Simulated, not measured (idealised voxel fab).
process module | voxel trench capacitor
cross-section cut | 270 nm wide | cells 5 nm
A cross-section is a grid of square cells, given in bands from the top down. A band is one or more rows of cells.
Each band's line starts with the height of the band's top and of its bottom, in nm. Then come its materials from left to right, each with its width in nm. One material with "throughout" fills the band from edge to edge. "air" is empty space.
Height 0 is the level under which the wafer as received is all one material. The lowest band goes on downwards, as in "0 down".
A width such as "30 to 40" changes by the same amount from each row of cells to the next, from the band's top row to its bottom row.
"no change" after a step means that no cell of the cross-section changed.
closed voids: empty space of 8 cells or more with no open way to the top, each as width x height at its distance from the left edge, in nm
after a step's settings: what the simulator itself notes on the step
overlay nm, on a step with a mask: how far to the right of its planned place the mask lay; to the left if negative
plan
1 op RECEIVE | material Si
2 op CONFORMAL_DEP | material SiN | thk nm 5
3 op PATTERN | tone open | mask id TRENCH | material resist | width nm 25 | pitch nm 50 | thk nm 20 | overlay nm -15
4 op DIRECTIONAL_ETCH | etch materials SiN | depth nm 5
5 op DIRECTIONAL_ETCH | etch materials Si | depth nm 40
6 op STRIP | etch materials resist
7 op CONFORMAL_DEP | material SiO2 | thk nm 5
8 op FILL_DEP | material polySi | thk nm 5
9 op CMP | height nm 5
varied across the wafers: overlay nm of step 3. The plan shows the first wafer's value. All wafers start alike
first wafer as received, after step 1
  0 down: Si throughout
  closed voids: none
each wafer at the end: cells of each material gained (+) or lost (-) since it was received, then its closed voids
overlay nm -15 | -120 Si | +39 SiN | +63 SiO2 | +72 polySi | closed voids: none
overlay nm -10 | -120 Si | +39 SiN | +63 SiO2 | +72 polySi | closed voids: none
overlay nm -5 | -120 Si | +39 SiN | +63 SiO2 | +72 polySi | closed voids: none
overlay nm 0 | -120 Si | +39 SiN | +63 SiO2 | +72 polySi | closed voids: none
overlay nm 5 | -120 Si | +39 SiN | +63 SiO2 | +72 polySi | closed voids: none
overlay nm 10 | -120 Si | +39 SiN | +63 SiO2 | +72 polySi | closed voids: none
overlay nm 15 | -120 Si | +39 SiN | +63 SiO2 | +72 polySi | closed voids: none
